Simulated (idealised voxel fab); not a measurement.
Process module in this document: voxel transistor to metal
Square cells of 5 nm make up the cross-section cut, whose width is 275 nm.
Heads up, the way a cross-section reads in here is a grid of square cells, handed over as bands from the top down, with every band being one or more rows of cells. Read a band's entry like this: the first values are the height of its top and the height of its bottom in nm, and what follows is the sequence of materials from left to right, each with its width in nm. Note that "empty" is empty space, and that a single material marked "all across" reaches across the band from edge to edge. For the purposes of this specification, 0 denotes the height below which the wafer in its as-received condition is composed wholly of one material, and the lowermost band, lacking a lower limit, extends downward without end, as expressed in "z 0 and below". Width "30..40": first value at the band's top row of cells, second value at its bottom row, equal change from row to row. Any step labelled "same as before" changed none of the cells in the cross-section. "Closed void roster": sealed empty spaces, 8 cells or more, no open way to top, listed width x height at distance, with distance from the left edge and width, height and distance in nm. That trailing text on a step's line, after the settings, is the simulator's own remark on the step. The line of a step may include "overlay nm". On a step with a mask, this value is how far to the right of its planned place the mask lay. A negative value means the mask lay to the left.

[Below is the list of planned process steps]
- 1: RECEIVE | material Si
- 2: OXIDIZE | depth nm 5
- 3: CONFORMAL_DEP | material SiN | thk nm 15
- 4: PATTERN | tone cover | mask id ACTIVE | material resist | width nm 100 | pitch nm 125 | thk nm 15 | overlay nm 0
- 5: DIRECTIONAL_ETCH | etch materials SiN | depth nm 15
- 6: DIRECTIONAL_ETCH | etch materials SiO2 | depth nm 5
- 7: DIRECTIONAL_ETCH | etch materials Si | depth nm 35
- 8: STRIP | etch materials resist
- 9: FILL_DEP | material SiO2 | thk nm 10
- 10: CMP | height nm 15
- 11: SELECTIVE_ETCH | etch materials SiO2 | depth nm 10
- 12: STRIP | etch materials SiN
- 13: SELECTIVE_ETCH | etch materials SiO2 | depth nm 5
- 14: OXIDIZE | depth nm 5
- 15: DIRECTIONAL_DEP | material polySi | thk nm 30
- 16: DIRECTIONAL_DEP | material SiCN | thk nm 10
- 17: PATTERN | tone cover | mask id GATE | material resist | width nm 20 | pitch nm 125 | thk nm 15 | overlay nm 0
- 18: DIRECTIONAL_ETCH | etch materials SiCN | depth nm 20
- 19: DIRECTIONAL_ETCH | etch materials polySi | depth nm 40
- 20: STRIP | etch materials resist
- 21: CONFORMAL_DEP | material SiO2 | thk nm 5
- 22: DIRECTIONAL_ETCH | etch materials SiO2 | depth nm 5
- 23: CONFORMAL_DEP | material SiN | thk nm 10
- 24: DIRECTIONAL_ETCH | etch materials SiN | depth nm 10
- 25: DIRECTIONAL_ETCH | etch materials SiO2 | depth nm 5
- 26: EPI | material pSi | thk nm 5
- 27: FILL_DEP | material SiO2 | thk nm 5
- 28: CMP | height nm 35
- 29: DIRECTIONAL_DEP | material SiO2 | thk nm 15
- 30: PATTERN | tone open | mask id CONTACT | material resist | width nm 15 | thk nm 20 | overlay nm 0
- 31: DIRECTIONAL_ETCH | etch materials SiO2 | depth nm 55
- 32: STRIP | etch materials resist
- 33: CONFORMAL_DEP | material TiN | thk nm 5
- 34: FILL_DEP | material Ru | thk nm 10
- 35: CMP | height nm 50
- 36: CONFORMAL_DEP | material SiN | thk nm 5
- 37: DIRECTIONAL_DEP | material SiO2 | thk nm 15
- 38: MASKED_ETCH | tone open | mask id METAL_1 | width nm 15 | etch materials SiO2 | depth nm 15 | overlay nm 0
- 39: MASKED_ETCH | tone open | mask id METAL_1 | width nm 15 | etch materials SiN | depth nm 5 | overlay nm 0
- 40: CONFORMAL_DEP | material TiN | thk nm 5
- 41: FILL_DEP | material Cu | thk nm 10
- 42: CMP | height nm 70
- 43: EPI | material Ru | thk nm 5
- 44: FILL_DEP | material SiCN | thk nm 5
- 45: DIRECTIONAL_DEP | material lowk | thk nm 35
- 46: DIRECTIONAL_DEP | material aC | thk nm 15
- 47: PATTERN | tone open | mask id METAL_2 | material resist | width nm 15 | pitch nm 125 | thk nm 35 | overlay nm 0
- 48: DIRECTIONAL_ETCH | etch materials aC | depth nm 15
- 49: STRIP | etch materials resist
- 50: DIRECTIONAL_ETCH | etch materials lowk | depth nm 20
- 51: STRIP | etch materials aC
- 52: PATTERN | tone open | mask id METAL_2_HOLES | material resist | width nm 15 | pitch nm 125 | thk nm 15 | overlay nm 0
- 53: DIRECTIONAL_ETCH | etch materials lowk | depth nm 15
- 54: DIRECTIONAL_ETCH | etch materials SiCN | depth nm 5
- 55: STRIP | etch materials resist
- 56: CONFORMAL_DEP | material TiN | thk nm 5
- 57: FILL_DEP | material Cu | thk nm 5
- 58: CMP | height nm 115
- 59: CONFORMAL_DEP | material SiN | thk nm 5

[Shown in cross-section is the wafer as received, that is, as it stands after step 1]
- z 0 and below  Si all across
- Closed void roster: none

[First of two wafers: cross-section at end of module, run per plan]
- z 120 to 115  SiN all across
- z 115 to 80  lowk: 30, TiN: 5, Cu: 5, TiN: 5, lowk: 110, TiN: 5, Cu: 5, TiN: 5, lowk: 105
- z 80 to 75  SiCN: 30, TiN: 15, SiCN: 110, TiN: 15, SiCN: 105
- z 75 to 70  SiCN: 25, Ru: 25, SiCN: 50, Ru: 25, SiCN: 25, Ru: 25, SiCN: 50, Ru: 25, SiCN: 25
- z 70 to 55  SiO2: 30, TiN: 5, Cu: 5, TiN: 5, SiO2: 60, TiN: 5, Cu: 5, TiN: 5, SiO2: 35, TiN: 5, Cu: 5, TiN: 5, SiO2: 60, TiN: 5, Cu: 5, TiN: 5, SiO2: 30
- z 55 to 50  SiN: 30, TiN: 15, SiN: 60, TiN: 15, SiN: 35, TiN: 15, SiN: 60, TiN: 15, SiN: 30
- z 50 to 35  SiO2: 30, TiN: 5, Ru: 5, TiN: 5, SiO2: 60, TiN: 5, Ru: 5, TiN: 5, SiO2: 35, TiN: 5, Ru: 5, TiN: 5, SiO2: 60, TiN: 5, Ru: 5, TiN: 5, SiO2: 30
- z 35 to 25  SiO2: 30, TiN: 5, Ru: 5, TiN: 5, SiO2: 5, SiN: 10, SiO2: 5, SiCN: 20, SiO2: 5, SiN: 10, SiO2: 5, TiN: 5, Ru: 5, TiN: 5, SiO2: 35, TiN: 5, Ru: 5, TiN: 5, SiO2: 5, SiN: 10, SiO2: 5, SiCN: 20, SiO2: 5, SiN: 10, SiO2: 5, TiN: 5, Ru: 5, TiN: 5, SiO2: 30
- z 25 to 5  SiO2: 30, TiN: 5, Ru: 5, TiN: 5, SiO2: 5, SiN: 10, SiO2: 5, polySi: 20, SiO2: 5, SiN: 10, SiO2: 5, TiN: 5, Ru: 5, TiN: 5, SiO2: 35, TiN: 5, Ru: 5, TiN: 5, SiO2: 5, SiN: 10, SiO2: 5, polySi: 20, SiO2: 5, SiN: 10, SiO2: 5, TiN: 5, Ru: 5, TiN: 5, SiO2: 30
- z 5 to 0  SiO2: 30, TiN: 15, SiO2: 5, SiN: 10, SiO2: 5, polySi: 20, SiO2: 5, SiN: 10, SiO2: 5, TiN: 15, SiO2: 35, TiN: 15, SiO2: 5, SiN: 10, SiO2: 5, polySi: 20, SiO2: 5, SiN: 10, SiO2: 5, TiN: 15, SiO2: 30
- z 0 to -5  SiO2: 25, SiN: 10, TiN: 10, SiO2: 5, SiN: 10, SiO2: 5, polySi: 20, SiO2: 5, SiN: 10, SiO2: 5, TiN: 10, SiN: 10, SiO2: 25, SiN: 10, TiN: 10, SiO2: 5, SiN: 10, SiO2: 5, polySi: 20, SiO2: 5, SiN: 10, SiO2: 5, TiN: 10, SiN: 10, SiO2: 25
- z -5 to -10  SiO2: 35, pSi: 15, SiO2: 50, pSi: 15, SiO2: 45, pSi: 15, SiO2: 50, pSi: 15, SiO2: 35
- z -10 to -40  SiO2: 25, Si: 100, SiO2: 25, Si: 100, SiO2: 25
- z -40 and below  Si all across
- Closed void roster: none

[Here is the second of the two wafers cut open at the end of the module - same start, same plan as the first one, but we made one mistake running it]
- z 120 to 115  SiN all across
- z 115 to 80  lowk: 30, TiN: 5, Cu: 5, TiN: 5, lowk: 110, TiN: 5, Cu: 5, TiN: 5, lowk: 105
- z 80 to 75  SiCN: 30, TiN: 15, SiCN: 110, TiN: 15, SiCN: 105
- z 75 to 55  Ru all across
- z 55 to 50  SiN all across
- z 50 to 35  SiO2: 30, TiN: 5, Ru: 5, TiN: 5, SiO2: 60, TiN: 5, Ru: 5, TiN: 5, SiO2: 35, TiN: 5, Ru: 5, TiN: 5, SiO2: 60, TiN: 5, Ru: 5, TiN: 5, SiO2: 30
- z 35 to 25  SiO2: 30, TiN: 5, Ru: 5, TiN: 5, SiO2: 5, SiN: 10, SiO2: 5, SiCN: 20, SiO2: 5, SiN: 10, SiO2: 5, TiN: 5, Ru: 5, TiN: 5, SiO2: 35, TiN: 5, Ru: 5, TiN: 5, SiO2: 5, SiN: 10, SiO2: 5, SiCN: 20, SiO2: 5, SiN: 10, SiO2: 5, TiN: 5, Ru: 5, TiN: 5, SiO2: 30
- z 25 to 5  SiO2: 30, TiN: 5, Ru: 5, TiN: 5, SiO2: 5, SiN: 10, SiO2: 5, polySi: 20, SiO2: 5, SiN: 10, SiO2: 5, TiN: 5, Ru: 5, TiN: 5, SiO2: 35, TiN: 5, Ru: 5, TiN: 5, SiO2: 5, SiN: 10, SiO2: 5, polySi: 20, SiO2: 5, SiN: 10, SiO2: 5, TiN: 5, Ru: 5, TiN: 5, SiO2: 30
- z 5 to 0  SiO2: 30, TiN: 15, SiO2: 5, SiN: 10, SiO2: 5, polySi: 20, SiO2: 5, SiN: 10, SiO2: 5, TiN: 15, SiO2: 35, TiN: 15, SiO2: 5, SiN: 10, SiO2: 5, polySi: 20, SiO2: 5, SiN: 10, SiO2: 5, TiN: 15, SiO2: 30
- z 0 to -5  SiO2: 25, SiN: 10, TiN: 10, SiO2: 5, SiN: 10, SiO2: 5, polySi: 20, SiO2: 5, SiN: 10, SiO2: 5, TiN: 10, SiN: 10, SiO2: 25, SiN: 10, TiN: 10, SiO2: 5, SiN: 10, SiO2: 5, polySi: 20, SiO2: 5, SiN: 10, SiO2: 5, TiN: 10, SiN: 10, SiO2: 25
- z -5 to -10  SiO2: 35, pSi: 15, SiO2: 50, pSi: 15, SiO2: 45, pSi: 15, SiO2: 50, pSi: 15, SiO2: 35
- z -10 to -40  SiO2: 25, Si: 100, SiO2: 25, Si: 100, SiO2: 25
- z -40 and below  Si all across
- Closed void roster: none
So what did we get wrong on this run? step 37, actual vs plan mismatch, actual run DIRECTIONAL_DEP | material Ru | thk nm 15
Count the cells at the end and the second wafer has more or fewer of some materials than the first: Cu: 12 fewer | Ru: 200 more | SiCN: 35 fewer | SiN: 12 more | SiO2: 129 fewer | TiN: 36 fewer
